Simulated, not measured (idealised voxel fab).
The document below concerns the process module designated voxel transistor to metal.
Section cut is 295 nm wide and gridded with 5 nm square cells.
A cross-section in this document is a grid of square cells, and it is written down as bands, the top band listed before the ones below it; a band is made up of one or more rows of cells.
Per band: top height and bottom height in nm, followed by the left-to-right materials and their widths in nm; "throughout" marks a single material spanning edge to edge, "blank" marks empty space.
Counting heights begins at 0, where everything beneath is, in the wafer as received, one material. The lowest band has no bottom; it goes on downwards, as "0 down" shows.
Note: "30..40" means the width goes from the first number (top row of the band) to the second number (bottom row) in equal steps per row of cells.
Take "remained the same" at face value: in the step it is given for, the cross-section changed in none of its cells.
Reported under the label "Internal closed voids" are the empty spaces having no open way to the top and comprising 8 cells or more; the notation for each is width x height at distance, in which the distance is measured from the left edge and all three values are in nm.
Read whatever lies past the settings on a step's line as the simulator's own remark about the step.
overlay nm: how far to the right of its planned place the mask lay on this masked step (negative: to the left).

[The steps planned for the process are as follows]
1 RECEIVE | material Si
2 CONFORMAL_DEP | material SiO2 | thk nm 5
3 CONFORMAL_DEP | material SiN | thk nm 10
4 MASKED_ETCH | tone cover | mask id ACTIVE | width nm 115 | pitch nm 135 | etch materials SiN | depth nm 10 | overlay nm 0
5 MASKED_ETCH | tone cover | mask id ACTIVE | width nm 115 | pitch nm 135 | etch materials SiO2 | depth nm 5 | overlay nm 0
6 MASKED_ETCH | tone cover | mask id ACTIVE | width nm 115 | pitch nm 135 | etch materials Si | depth nm 20 | overlay nm 0
7 FILL_DEP | material SiO2 | thk nm 15
8 CMP | height nm 15
9 SELECTIVE_ETCH | etch materials SiO2 | depth nm 10
10 STRIP | etch materials SiN
11 SELECTIVE_ETCH | etch materials SiO2 | depth nm 5
12 OXIDIZE | depth nm 5
13 DIRECTIONAL_DEP | material polySi | thk nm 30
14 DIRECTIONAL_DEP | material SiCN | thk nm 15
15 DIRECTIONAL_DEP | material aC | thk nm 15
16 PATTERN | tone cover | mask id GATE | material resist | width nm 25 | pitch nm 135 | thk nm 35 | overlay nm 0
17 DIRECTIONAL_ETCH | etch materials aC | depth nm 15
18 STRIP | etch materials resist
19 DIRECTIONAL_ETCH | etch materials SiCN | depth nm 25
20 DIRECTIONAL_ETCH | etch materials polySi | depth nm 40
21 STRIP | etch materials aC
22 CONFORMAL_DEP | material SiO2 | thk nm 5
23 DIRECTIONAL_ETCH | etch materials SiO2 | depth nm 5
24 CONFORMAL_DEP | material SiN | thk nm 10
25 DIRECTIONAL_ETCH | etch materials SiN | depth nm 10
26 DIRECTIONAL_ETCH | etch materials SiO2 | depth nm 5
27 DIRECTIONAL_ETCH | etch materials Si | depth nm 10
28 EPI | material SiGe | thk nm 10
29 FILL_DEP | material SiO2 | thk nm 5
30 CMP | height nm 30
31 STRIP | etch materials polySi
32 SELECTIVE_ETCH | etch materials SiO2 | depth nm 5
33 CONFORMAL_DEP | material HfO2 | thk nm 5
34 CONFORMAL_DEP | material TiN | thk nm 5
35 FILL_DEP | material W | thk nm 10
36 CMP | height nm 25
37 DIRECTIONAL_DEP | material SiO2 | thk nm 10
38 MASKED_ETCH | tone open | mask id CONTACT | width nm 20 | etch materials SiO2 | depth nm 40 | overlay nm 0
39 CONFORMAL_DEP | material TiN | thk nm 5
40 FILL_DEP | material W | thk nm 5
41 CMP | height nm 35
42 CONFORMAL_DEP | material SiN | thk nm 5
43 DIRECTIONAL_DEP | material lowk | thk nm 15
44 MASKED_ETCH | tone open | mask id METAL_1 | width nm 20 | etch materials lowk | depth nm 15 | overlay nm 0
45 MASKED_ETCH | tone open | mask id METAL_1 | width nm 20 | etch materials SiN | depth nm 5 | overlay nm 0
46 CONFORMAL_DEP | material TiN | thk nm 5
47 FILL_DEP | material Cu | thk nm 10
48 CMP | height nm 55
49 CONFORMAL_DEP | material SiCN | thk nm 5
50 DIRECTIONAL_DEP | material lowk | thk nm 30
51 DIRECTIONAL_DEP | material aC | thk nm 10
52 PATTERN | tone open | mask id METAL_2_HOLES | material resist | width nm 15 | pitch nm 135 | thk nm 30 | overlay nm 0
53 DIRECTIONAL_ETCH | etch materials aC | depth nm 10
54 STRIP | etch materials resist
55 DIRECTIONAL_ETCH | etch materials lowk | depth nm 30
56 STRIP | etch materials aC
57 PATTERN | tone open | mask id METAL_2 | material resist | width nm 20 | pitch nm 135 | thk nm 15 | overlay nm 0
58 DIRECTIONAL_ETCH | etch materials lowk | depth nm 15
59 DIRECTIONAL_ETCH | etch materials SiCN | depth nm 5
60 STRIP | etch materials resist
61 CONFORMAL_DEP | material TiN | thk nm 5
62 FILL_DEP | material Ru | thk nm 10
63 CMP | height nm 90
64 CONFORMAL_DEP | material SiCN | thk nm 5

[Cross-section, incoming material, after step 1]
  0 down | Si throughout
  Internal closed voids: none

[End state of the module in cross-section, given the above starting point and plan and one mistake in execution]
  95 to 90 | SiCN throughout
  90 to 80 | 25 of lowk / 5 of TiN / 10 of Ru / 5 of TiN / 115 of lowk / 5 of TiN / 10 of Ru / 5 of TiN / 115 of lowk
  80 to 75 | 25 of lowk / 5 of TiN / 5 of Ru / 10 of TiN / 115 of lowk / 5 of TiN / 5 of Ru / 10 of TiN / 115 of lowk
  75 to 60 | 25 of lowk / 5 of TiN / 5 of Ru / 5 of TiN / 120 of lowk / 5 of TiN / 5 of Ru / 5 of TiN / 120 of lowk
  60 to 55 | 25 of SiCN / 15 of TiN / 120 of SiCN / 15 of TiN / 120 of SiCN
  55 to 50 | 25 of lowk / 5 of TiN / 10 of Cu / 5 of TiN / 65 of lowk / 5 of TiN / 10 of Cu / 5 of TiN / 30 of lowk / 5 of TiN / 10 of Cu / 5 of TiN / 65 of lowk / 5 of TiN / 10 of Cu / 5 of TiN / 30 of lowk
  50 to 45 | 25 of SiN / 20 of TiN / 65 of SiN / 20 of TiN / 30 of SiN / 20 of TiN / 65 of SiN / 20 of TiN / 30 of SiN
  45 to 35 | SiN throughout
  35 to 25 | 25 of SiO2 / 5 of TiN / 10 of W / 5 of TiN / 65 of SiO2 / 5 of TiN / 10 of W / 5 of TiN / 30 of SiO2 / 5 of TiN / 10 of W / 5 of TiN / 65 of SiO2 / 5 of TiN / 10 of W / 5 of TiN / 30 of SiO2
  25 to 10 | 25 of SiO2 / 5 of TiN / 10 of W / 5 of TiN / 5 of SiO2 / 10 of SiN / 5 of HfO2 / 5 of TiN / 15 of W / 5 of TiN / 5 of HfO2 / 10 of SiN / 5 of SiO2 / 5 of TiN / 10 of W / 5 of TiN / 30 of SiO2 / 5 of TiN / 10 of W / 5 of TiN / 5 of SiO2 / 10 of SiN / 5 of HfO2 / 5 of TiN / 15 of W / 5 of TiN / 5 of HfO2 / 10 of SiN / 5 of SiO2 / 5 of TiN / 10 of W / 5 of TiN / 30 of SiO2
  10 to 5 | 25 of SiO2 / 5 of TiN / 5 of W / 10 of TiN / 5 of SiO2 / 10 of SiN / 5 of HfO2 / 5 of TiN / 15 of W / 5 of TiN / 5 of HfO2 / 10 of SiN / 5 of SiO2 / 10 of TiN / 5 of W / 5 of TiN / 30 of SiO2 / 5 of TiN / 5 of W / 10 of TiN / 5 of SiO2 / 10 of SiN / 5 of HfO2 / 5 of TiN / 15 of W / 5 of TiN / 5 of HfO2 / 10 of SiN / 5 of SiO2 / 10 of TiN / 5 of W / 5 of TiN / 30 of SiO2
  5 to 0 | 25 of SiO2 / 5 of TiN / 5 of W / 5 of TiN / 10 of SiGe / 10 of SiN / 5 of HfO2 / 25 of TiN / 5 of HfO2 / 10 of SiN / 10 of SiGe / 5 of TiN / 5 of W / 5 of TiN / 30 of SiO2 / 5 of TiN / 5 of W / 5 of TiN / 10 of SiGe / 10 of SiN / 5 of HfO2 / 25 of TiN / 5 of HfO2 / 10 of SiN / 10 of SiGe / 5 of TiN / 5 of W / 5 of TiN / 30 of SiO2
  0 to -5 | 25 of SiO2 / 15 of TiN / 10 of SiGe / 10 of SiO2 / 35 of HfO2 / 10 of SiO2 / 10 of SiGe / 15 of TiN / 30 of SiO2 / 15 of TiN / 10 of SiGe / 10 of SiO2 / 35 of HfO2 / 10 of SiO2 / 10 of SiGe / 15 of TiN / 30 of SiO2
  -5 to -15 | 20 of SiO2 / 30 of SiGe / 55 of Si / 30 of SiGe / 20 of SiO2 / 30 of SiGe / 55 of Si / 30 of SiGe / 25 of SiO2
  -15 to -20 | 20 of SiO2 / 115 of Si / 20 of SiO2 / 115 of Si / 25 of SiO2
  -20 down | Si throughout
  Internal closed voids: none
The mistake made against the process plan was this: step 42 was run on a setting that differed from the plan, and what really ran there is CONFORMAL_DEP | material SiN | thk nm 15
